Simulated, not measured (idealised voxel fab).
Herein follows the process module entitled voxel transistor to metal.
Cross-section cut: width 205 nm, square cells of 5 nm.
A cross-section in this document is a grid of square cells, and it is written down as bands, the top band listed before the ones below it; a band is made up of one or more rows of cells. Look at the band entry: it leads with the top's height and the bottom's height in nm. Then it lists the materials left to right, with a width in nm for each. The word "throughout" on a single material says that material fills the band edge to edge. The word "air" is empty space. Height is counted from the level 0, under which the received wafer is composed throughout of one material. The lowest of the bands is not closed at the bottom but continues downward, in the notation "z 0 and below". Read "30..40" as a graded width: first number on top, second number at the bottom, same change between each pair of neighbouring rows. Basically "nothing changed" means that step didn't change any cell in the cross-section. Basically, "closed voids" tells you about the enclosed voids: empty spaces with no open way to the top, 8 cells or bigger, each written width x height at distance, where distance is from the left edge, all in nm. Anything after a step's settings on that line? It's the simulator's own note about the step. "overlay nm" on a masked step: distance the mask lay right of its planned place, negative for left.
STEPS PLANNED FOR THE PROCESS
| 1 | RECEIVE with material Si |
| 2 | OXIDIZE with depth nm 5 |
| 3 | CONFORMAL_DEP with material SiN, thk nm 10 |
| 4 | MASKED_ETCH with tone cover, mask id ACTIVE, width nm 95, etch materials SiN, depth nm 10, overlay nm 0 |
| 5 | MASKED_ETCH with tone cover, mask id ACTIVE, width nm 95, etch materials SiO2, depth nm 5, overlay nm 0 |
| 6 | MASKED_ETCH with tone cover, mask id ACTIVE, width nm 95, etch materials Si, depth nm 30, overlay nm 0 |
| 7 | OXIDIZE with depth nm 5 |
| 8 | FILL_DEP with material SiO2, thk nm 5 |
| 9 | CMP with height nm 10 |
| 10 | SELECTIVE_ETCH with etch materials SiO2, depth nm 5 |
| 11 | STRIP with etch materials SiN |
| 12 | SELECTIVE_ETCH with etch materials SiO2, depth nm 5 |
| 13 | OXIDIZE with depth nm 5 |
| 14 | DIRECTIONAL_DEP with material polySi, thk nm 20 |
| 15 | DIRECTIONAL_DEP with material SiCN, thk nm 10 |
| 16 | MASKED_ETCH with tone cover, mask id GATE, width nm 25, etch materials SiCN, depth nm 20, overlay nm 0 |
| 17 | MASKED_ETCH with tone cover, mask id GATE, width nm 25, etch materials polySi, depth nm 30, overlay nm 0 |
| 18 | CONFORMAL_DEP with material SiO2, thk nm 5 |
| 19 | DIRECTIONAL_ETCH with etch materials SiO2, depth nm 5 |
| 20 | CONFORMAL_DEP with material SiN, thk nm 5 |
| 21 | DIRECTIONAL_ETCH with etch materials SiN, depth nm 5 |
| 22 | DIRECTIONAL_ETCH with etch materials SiO2, depth nm 5 |
| 23 | EPI with material pSi, thk nm 5 |
| 24 | FILL_DEP with material SiO2, thk nm 10 |
| 25 | CMP with height nm 25 |
| 26 | DIRECTIONAL_DEP with material SiO2, thk nm 10 |
| 27 | DIRECTIONAL_DEP with material aC, thk nm 15 |
| 28 | PATTERN with tone open, mask id CONTACT, material resist, width nm 15, pitch nm 70, thk nm 35, overlay nm 0 |
| 29 | DIRECTIONAL_ETCH with etch materials aC, depth nm 15 |
| 30 | STRIP with etch materials resist |
| 31 | DIRECTIONAL_ETCH with etch materials SiO2, depth nm 40 |
| 32 | STRIP with etch materials aC |
| 33 | CONFORMAL_DEP with material TiN, thk nm 5 |
| 34 | FILL_DEP with material W, thk nm 10 |
| 35 | CMP with height nm 35 |
| 36 | CONFORMAL_DEP with material SiCN, thk nm 5 |
| 37 | DIRECTIONAL_DEP with material lowk, thk nm 20 |
| 38 | MASKED_ETCH with tone open, mask id METAL_1, width nm 15, pitch nm 70, etch materials lowk, depth nm 20, overlay nm 0 |
| 39 | MASKED_ETCH with tone open, mask id METAL_1, width nm 15, pitch nm 70, etch materials SiCN, depth nm 5, overlay nm 0 |
| 40 | CONFORMAL_DEP with material TiN, thk nm 5 |
| 41 | FILL_DEP with material Cu, thk nm 10 |
| 42 | CMP with height nm 60 |
| 43 | CONFORMAL_DEP with material SiN, thk nm 5 |
CROSS-SECTION OF THE WAFER AT RECEIPT, WHICH IS THE CONDITION AFTER STEP 1
z 0 and below | Si throughout
closed voids: none
POST-MODULE CROSS-SECTION: IDENTICAL START AND PLAN TO THOSE ABOVE, ONE MISSTEP IN EXECUTION
z 65 to 60 | SiN throughout
z 60 to 40 | lowk 60 nm  TiN 5 nm  Cu 5 nm  TiN 5 nm  lowk 55 nm  TiN 5 nm  Cu 5 nm  TiN 5 nm  lowk 60 nm
z 40 to 35 | SiCN 60 nm  TiN 15 nm  SiCN 55 nm  TiN 15 nm  SiCN 60 nm
z 35 to 25 | SiO2 60 nm  TiN 5 nm  W 5 nm  TiN 5 nm  SiO2 55 nm  TiN 5 nm  W 5 nm  TiN 5 nm  SiO2 60 nm
z 25 to 15 | SiO2 60 nm  TiN 5 nm  W 5 nm  TiN 5 nm  SiO2 5 nm  SiN 5 nm  SiO2 5 nm  SiCN 25 nm  SiO2 5 nm  SiN 5 nm  SiO2 5 nm  TiN 5 nm  W 5 nm  TiN 5 nm  SiO2 60 nm
z 15 to 5 | SiO2 60 nm  TiN 5 nm  W 5 nm  TiN 5 nm  SiO2 5 nm  SiN 5 nm  SiO2 5 nm  polySi 25 nm  SiO2 5 nm  SiN 5 nm  SiO2 5 nm  TiN 5 nm  W 5 nm  TiN 5 nm  SiO2 60 nm
z 5 to 0 | SiO2 60 nm  TiN 5 nm  W 5 nm  TiN 5 nm  SiO2 5 nm  SiN 5 nm  SiO2 5 nm  polySi 25 nm  SiO2 5 nm  SiN 5 nm  SiO2 5 nm  TiN 15 nm  SiO2 60 nm
z 0 to -5 | SiO2 50 nm  SiN 5 nm  SiO2 5 nm  TiN 15 nm  SiO2 5 nm  SiN 5 nm  SiO2 5 nm  polySi 25 nm  SiO2 5 nm  SiN 5 nm  SiO2 5 nm  TiN 10 nm  SiN 5 nm  SiO2 60 nm
z -5 to -10 | SiO2 55 nm  pSi 25 nm  SiO2 45 nm  pSi 15 nm  SiO2 65 nm
z -10 to -40 | SiO2 55 nm  Si 90 nm  SiO2 60 nm
z -40 and below | Si throughout
closed voids: none
Plan not followed: not per plan at step 4, really ran MASKED_ETCH with tone cover, mask id ACTIVE, width nm 95, etch materials SiN, depth nm 10, overlay nm -5
